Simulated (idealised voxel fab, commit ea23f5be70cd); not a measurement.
The following is a process module called voxel self aligned contacts.
Shown is cross-section cut, with a width of 170 nm and square cells of size 5 nm.
For the purposes of this document, a cross-section shall be understood as a grid of square cells, specified as bands listed in top-to-bottom order, each band consisting of one or more rows of cells.
In this notation a band is specified by the heights of its top and bottom, in that order and in nm, after which its materials appear from left to right, each paired with its width in nm. The word "all across" attached to a single material means that material fills the band from edge to edge; the word "air" stands for empty space.
Note: height 0 marks the level under which the wafer is uniformly one material as received. Lowest band unbounded below, written "0 nm and below".
The expression "30..40" gives the width at the extremes of the band, the first number at its top row of cells and the second at its bottom row, with the width changing by equal amounts from each row to the next in between.
When a step is marked "everything unchanged", none of the cells in the cross-section changed during that step.
The label "Trapped cavities" introduces a list of the empty spaces, 8 cells or larger, that have no open way up to the top; each entry in it reads width x height at distance, where the distance is taken from the left edge and all three are stated in nm.
The remark found on a step's line after its settings is issued by the simulator itself and pertains to that step.
overlay nm: how far to the right of its planned place the mask lay on this masked step (negative: to the left).

THE PROCESS STEPS THAT WERE PLANNED ARE LISTED BELOW
1,RECEIVE,material Si
2,OXIDIZE,depth nm 5
3,DIRECTIONAL_DEP,material polySi,thk nm 25
4,DIRECTIONAL_DEP,material SiN,thk nm 20
5,DIRECTIONAL_DEP,material aC,thk nm 10
6,PATTERN,tone cover,mask id GATE,material resist,width nm 30,pitch nm 65,thk nm 30,overlay nm 0
7,DIRECTIONAL_ETCH,etch materials aC,depth nm 10
8,STRIP,etch materials resist
9,DIRECTIONAL_ETCH,etch materials SiN,depth nm 20
10,DIRECTIONAL_ETCH,etch materials polySi,depth nm 25
11,STRIP,etch materials aC
12,CONFORMAL_DEP,material SiN,thk nm 10
13,DIRECTIONAL_ETCH,etch materials SiN,depth nm 10
14,FILL_DEP,material SiO2,thk nm 20
15,CMP,height nm 55
16,DIRECTIONAL_DEP,material aC,thk nm 10
17,PATTERN,tone open,mask id CONTACT,material resist,width nm 45,thk nm 25,overlay nm 0
18,DIRECTIONAL_ETCH,etch materials aC,depth nm 10
19,STRIP,etch materials resist
20,DIRECTIONAL_ETCH,etch materials SiO2,depth nm 60
21,STRIP,etch materials aC
22,CONFORMAL_DEP,material TiN,thk nm 5
23,FILL_DEP,material Ru,thk nm 10
24,CMP,height nm 55
25,CONFORMAL_DEP,material SiCN,thk nm 5

BELOW: THE FIRST OF TWO WAFERS, RUN AS PLANNED

WAFER CROSS-SECTION ON RECEIPT, I.E. AFTER STEP 1
0 nm and below  Si all across
Trapped cavities: none

THE WAFER IN CROSS-SECTION ONCE STEP 2 IS COMPLETE
0 nm to -5 nm  SiO2 all across
Everything under -5 stays put, no change at all.

THE WAFER IN CROSS-SECTION ONCE STEP 3 IS COMPLETE
25 nm to 0 nm  polySi all across
Everything under 0 stays put, no change at all.

THE WAFER IN CROSS-SECTION ONCE STEP 4 IS COMPLETE
45 nm to 25 nm  SiN all across
Everything under 25 stays put, no change at all.

THE WAFER IN CROSS-SECTION ONCE STEP 5 IS COMPLETE
55 nm to 45 nm  aC all across
Everything under 45 stays put, no change at all.

THE WAFER IN CROSS-SECTION ONCE STEP 6 IS COMPLETE
85 nm to 55 nm  air=35, then resist=30, then air=35, then resist=30, then air=40
Everything under 55 stays put, no change at all.

THE WAFER IN CROSS-SECTION ONCE STEP 7 IS COMPLETE
75 nm to 55 nm  air=35, then resist=30, then air=35, then resist=30, then air=40
55 nm to 45 nm  air=35, then aC=30, then air=35, then aC=30, then air=40
Everything under 45 stays put, no change at all.

THE WAFER IN CROSS-SECTION ONCE STEP 8 IS COMPLETE
55 nm to 45 nm  air=35, then aC=30, then air=35, then aC=30, then air=40
Everything under 45 stays put, no change at all.

THE WAFER IN CROSS-SECTION ONCE STEP 9 IS COMPLETE
55 nm to 45 nm  air=35, then aC=30, then air=35, then aC=30, then air=40
45 nm to 25 nm  air=35, then SiN=30, then air=35, then SiN=30, then air=40
Everything under 25 stays put, no change at all.

THE WAFER IN CROSS-SECTION ONCE STEP 10 IS COMPLETE
55 nm to 45 nm  air=35, then aC=30, then air=35, then aC=30, then air=40
45 nm to 25 nm  air=35, then SiN=30, then air=35, then SiN=30, then air=40
25 nm to 0 nm  air=35, then polySi=30, then air=35, then polySi=30, then air=40
Everything under 0 stays put, no change at all.

THE WAFER IN CROSS-SECTION ONCE STEP 11 IS COMPLETE
45 nm to 25 nm  air=35, then SiN=30, then air=35, then SiN=30, then air=40
Everything under 25 stays put, no change at all.

THE WAFER IN CROSS-SECTION ONCE STEP 12 IS COMPLETE
55 nm to 25 nm  air=25, then SiN=50, then air=15, then SiN=50, then air=30
25 nm to 10 nm  air=25, then SiN=10, then polySi=30, then SiN=10, then air=15, then SiN=10, then polySi=30, then SiN=10, then air=30
10 nm to 0 nm  SiN=35, then polySi=30, then SiN=35, then polySi=30, then SiN=40
Everything under 0 stays put, no change at all.

THE WAFER IN CROSS-SECTION ONCE STEP 13 IS COMPLETE
45 nm to 25 nm  air=25, then SiN=50, then air=15, then SiN=50, then air=30
25 nm to 0 nm  air=25, then SiN=10, then polySi=30, then SiN=10, then air=15, then SiN=10, then polySi=30, then SiN=10, then air=30
Everything under 0 stays put, no change at all.

THE WAFER IN CROSS-SECTION ONCE STEP 14 IS COMPLETE
65 nm to 45 nm  SiO2 all across
45 nm to 25 nm  SiO2=25, then SiN=50, then SiO2=15, then SiN=50, then SiO2=30
25 nm to 0 nm  SiO2=25, then SiN=10, then polySi=30, then SiN=10, then SiO2=15, then SiN=10, then polySi=30, then SiN=10, then SiO2=30
Everything under 0 stays put, no change at all.

THE WAFER IN CROSS-SECTION ONCE STEP 15 IS COMPLETE
55 nm to 45 nm  SiO2 all across
Everything under 45 stays put, no change at all.

THE WAFER IN CROSS-SECTION ONCE STEP 16 IS COMPLETE
65 nm to 55 nm  aC all across
Everything under 55 stays put, no change at all.

THE WAFER IN CROSS-SECTION ONCE STEP 17 IS COMPLETE
90 nm to 65 nm  resist=60, then air=45, then resist=65
Everything under 65 stays put, no change at all.

THE WAFER IN CROSS-SECTION ONCE STEP 18 IS COMPLETE
80 nm to 65 nm  resist=60, then air=45, then resist=65
65 nm to 55 nm  aC=60, then air=45, then aC=65
Everything under 55 stays put, no change at all.

THE WAFER IN CROSS-SECTION ONCE STEP 19 IS COMPLETE
65 nm to 55 nm  aC=60, then air=45, then aC=65
Everything under 55 stays put, no change at all.

THE WAFER IN CROSS-SECTION ONCE STEP 20 IS COMPLETE
65 nm to 55 nm  aC=60, then air=45, then aC=65
55 nm to 45 nm  SiO2=60, then air=45, then SiO2=65
45 nm to 25 nm  SiO2=25, then SiN=50, then air=15, then SiN=50, then SiO2=30
25 nm to 0 nm  SiO2=25, then SiN=10, then polySi=30, then SiN=10, then air=15, then SiN=10, then polySi=30, then SiN=10, then SiO2=30
0 nm to -5 nm  SiO2=75, then air=15, then SiO2=80
Everything under -5 stays put, no change at all.

THE WAFER IN CROSS-SECTION ONCE STEP 21 IS COMPLETE
55 nm to 45 nm  SiO2=60, then air=45, then SiO2=65
Everything under 45 stays put, no change at all.

THE WAFER IN CROSS-SECTION ONCE STEP 22 IS COMPLETE
60 nm to 55 nm  TiN=65, then air=35, then TiN=70
55 nm to 45 nm  SiO2=60, then TiN=5..20, then air=35..5, then TiN=5..20, then SiO2=65
45 nm to 25 nm  SiO2=25, then SiN=50, then TiN=5, then air=5, then TiN=5, then SiN=50, then SiO2=30
25 nm to 0 nm  SiO2=25, then SiN=10, then polySi=30, then SiN=10, then TiN=5, then air=5, then TiN=5, then SiN=10, then polySi=30, then SiN=10, then SiO2=30
0 nm to -5 nm  SiO2=75, then TiN=15, then SiO2=80
Everything under -5 stays put, no change at all.

THE WAFER IN CROSS-SECTION ONCE STEP 23 IS COMPLETE
70 nm to 60 nm  Ru all across
60 nm to 55 nm  TiN=65, then Ru=35, then TiN=70
55 nm to 45 nm  SiO2=60, then TiN=5..20, then Ru=35..5, then TiN=5..20, then SiO2=65
45 nm to 25 nm  SiO2=25, then SiN=50, then TiN=5, then Ru=5, then TiN=5, then SiN=50, then SiO2=30
25 nm to 0 nm  SiO2=25, then SiN=10, then polySi=30, then SiN=10, then TiN=5, then Ru=5, then TiN=5, then SiN=10, then polySi=30, then SiN=10, then SiO2=30
Everything under 0 stays put, no change at all.

THE WAFER IN CROSS-SECTION ONCE STEP 24 IS COMPLETE
55 nm to 45 nm  SiO2=60, then TiN=5..20, then Ru=35..5, then TiN=5..20, then SiO2=65
Everything under 45 stays put, no change at all.

THE WAFER IN CROSS-SECTION ONCE STEP 25 IS COMPLETE
60 nm to 55 nm  SiCN all across
Everything under 55 stays put, no change at all.

WAFER TWO. IDENTICAL START, IDENTICAL PLAN. ONE MISTAKE IN EXECUTION. IDENTICAL HISTORY THROUGH STEP 11

PLANNED END OF STEP 12: SECOND WAFER, CROSS-SECTION
35 nm to 25 nm  air=35, then SiN=30, then air=35, then SiN=30, then air=40
Everything under 25 stays put, no change at all.

PLANNED END OF STEP 13: SECOND WAFER, CROSS-SECTION
45 nm to 25 nm  air=25, then SiN=50, then air=15, then SiN=50, then air=30
25 nm to 10 nm  air=25, then SiN=10, then polySi=30, then SiN=10, then air=15, then SiN=10, then polySi=30, then SiN=10, then air=30
10 nm to 0 nm  SiN=35, then polySi=30, then SiN=35, then polySi=30, then SiN=40
Everything under 0 stays put, no change at all.

PLANNED END OF STEP 14: SECOND WAFER, CROSS-SECTION
65 nm to 45 nm  SiO2 all across
45 nm to 25 nm  SiO2=25, then SiN=50, then SiO2=15, then SiN=50, then SiO2=30
25 nm to 10 nm  SiO2=25, then SiN=10, then polySi=30, then SiN=10, then SiO2=15, then SiN=10, then polySi=30, then SiN=10, then SiO2=30
Everything under 10 stays put, no change at all.

PLANNED END OF STEP 15: SECOND WAFER, CROSS-SECTION
55 nm to 45 nm  SiO2 all across
Everything under 45 stays put, no change at all.

PLANNED END OF STEP 16: SECOND WAFER, CROSS-SECTION
65 nm to 55 nm  aC all across
Everything under 55 stays put, no change at all.

PLANNED END OF STEP 17: SECOND WAFER, CROSS-SECTION
90 nm to 65 nm  resist=60, then air=45, then resist=65
Everything under 65 stays put, no change at all.

PLANNED END OF STEP 18: SECOND WAFER, CROSS-SECTION
80 nm to 65 nm  resist=60, then air=45, then resist=65
65 nm to 55 nm  aC=60, then air=45, then aC=65
Everything under 55 stays put, no change at all.

PLANNED END OF STEP 19: SECOND WAFER, CROSS-SECTION
65 nm to 55 nm  aC=60, then air=45, then aC=65
Everything under 55 stays put, no change at all.

PLANNED END OF STEP 20: SECOND WAFER, CROSS-SECTION
65 nm to 55 nm  aC=60, then air=45, then aC=65
55 nm to 45 nm  SiO2=60, then air=45, then SiO2=65
45 nm to 25 nm  SiO2=25, then SiN=50, then air=15, then SiN=50, then SiO2=30
25 nm to 10 nm  SiO2=25, then SiN=10, then polySi=30, then SiN=10, then air=15, then SiN=10, then polySi=30, then SiN=10, then SiO2=30
Everything under 10 stays put, no change at all.

PLANNED END OF STEP 21: SECOND WAFER, CROSS-SECTION
55 nm to 45 nm  SiO2=60, then air=45, then SiO2=65
Everything under 45 stays put, no change at all.

PLANNED END OF STEP 22: SECOND WAFER, CROSS-SECTION
60 nm to 55 nm  TiN=65, then air=35, then TiN=70
55 nm to 45 nm  SiO2=60, then TiN=5..20, then air=35..5, then TiN=5..20, then SiO2=65
45 nm to 25 nm  SiO2=25, then SiN=50, then TiN=5, then air=5, then TiN=5, then SiN=50, then SiO2=30
25 nm to 15 nm  SiO2=25, then SiN=10, then polySi=30, then SiN=10, then TiN=5, then air=5, then TiN=5, then SiN=10, then polySi=30, then SiN=10, then SiO2=30
15 nm to 10 nm  SiO2=25, then SiN=10, then polySi=30, then SiN=10, then TiN=15, then SiN=10, then polySi=30, then SiN=10, then SiO2=30
Everything under 10 stays put, no change at all.

PLANNED END OF STEP 23: SECOND WAFER, CROSS-SECTION
70 nm to 60 nm  Ru all across
60 nm to 55 nm  TiN=65, then Ru=35, then TiN=70
55 nm to 45 nm  SiO2=60, then TiN=5..20, then Ru=35..5, then TiN=5..20, then SiO2=65
45 nm to 25 nm  SiO2=25, then SiN=50, then TiN=5, then Ru=5, then TiN=5, then SiN=50, then SiO2=30
25 nm to 15 nm  SiO2=25, then SiN=10, then polySi=30, then SiN=10, then TiN=5, then Ru=5, then TiN=5, then SiN=10, then polySi=30, then SiN=10, then SiO2=30
Everything under 15 stays put, no change at all.

PLANNED END OF STEP 24: SECOND WAFER, CROSS-SECTION
55 nm to 45 nm  SiO2=60, then TiN=5..20, then Ru=35..5, then TiN=5..20, then SiO2=65
Everything under 45 stays put, no change at all.

PLANNED END OF STEP 25: SECOND WAFER, CROSS-SECTION
60 nm to 55 nm  SiCN all across
Everything under 55 stays put, no change at all.
Nonconformance to the process plan: steps 12 and 13 were swapped
In the final state, the cell counts of the second wafer exceed or fall short of those of the first for the following materials: Ru -3; SiN +28; SiO2 -19; TiN -6
